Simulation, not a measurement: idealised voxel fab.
process module | voxel ribs on slabs
cross-section cut | 155 nm wide | cells 5 nm
A cross-section is a grid of square cells, given in bands from the top down. A band is one or more rows of cells.
Each band's line starts with the height of the band's top and of its bottom, in nm. Then come its materials from left to right, each with its width in nm. One material with "throughout" fills the band from edge to edge. "air" is empty space.
Height 0 is the level under which the wafer as received is all one material. The lowest band goes on downwards, as in "0 down".
A width such as "30 to 40" changes by the same amount from each row of cells to the next, from the band's top row to its bottom row.
"no change" after a step means that no cell of the cross-section changed.
closed voids: empty space of 8 cells or more with no open way to the top, each as width x height at its distance from the left edge, in nm
after a step's settings: what the simulator itself notes on the step
overlay nm, on a step with a mask: how far to the right of its planned place the mask lay; to the left if negative
plan
1 op RECEIVE | material Si
2 op DIRECTIONAL_DEP | material SiO2 | thk nm 25
3 op DIRECTIONAL_DEP | material SiN | thk nm 20
4 op PATTERN | tone cover | mask id RIB | material resist | width nm 15 | thk nm 15 | overlay nm 0
5 op DIRECTIONAL_ETCH | etch materials SiN | depth nm 5
6 op STRIP | etch materials resist
7 op PATTERN | tone cover | mask id SLAB | material resist | width nm 65 | thk nm 15 | overlay nm 0
8 op DIRECTIONAL_ETCH | etch materials SiN | depth nm 15
9 op STRIP | etch materials resist
10 op FILL_DEP | material SiO2 | thk nm 25
11 op CMP | height nm 60
12 op DIRECTIONAL_DEP | material TiN | thk nm 10
13 op MASKED_ETCH | tone cover | mask id HEATER | width nm 25 | etch materials TiN | depth nm 10 | overlay nm 0
14 op CONFORMAL_DEP | material SiO2 | thk nm 5
as received, after step 1
  0 down: Si throughout
  closed voids: none
a wafer at the end: this start, this plan, one mistake
  75 to 70: air 60 | SiO2 35 | air 60
  70 to 65: air 60 | SiO2 5 | TiN 25 | SiO2 5 | air 60
  65 to 60: SiO2 65 | TiN 25 | SiO2 65
  60 to 20: SiO2 throughout
  20 to 0: SiN throughout
  0 down: Si throughout
  closed voids: none
what went wrong: steps 2 and 3 were swapped
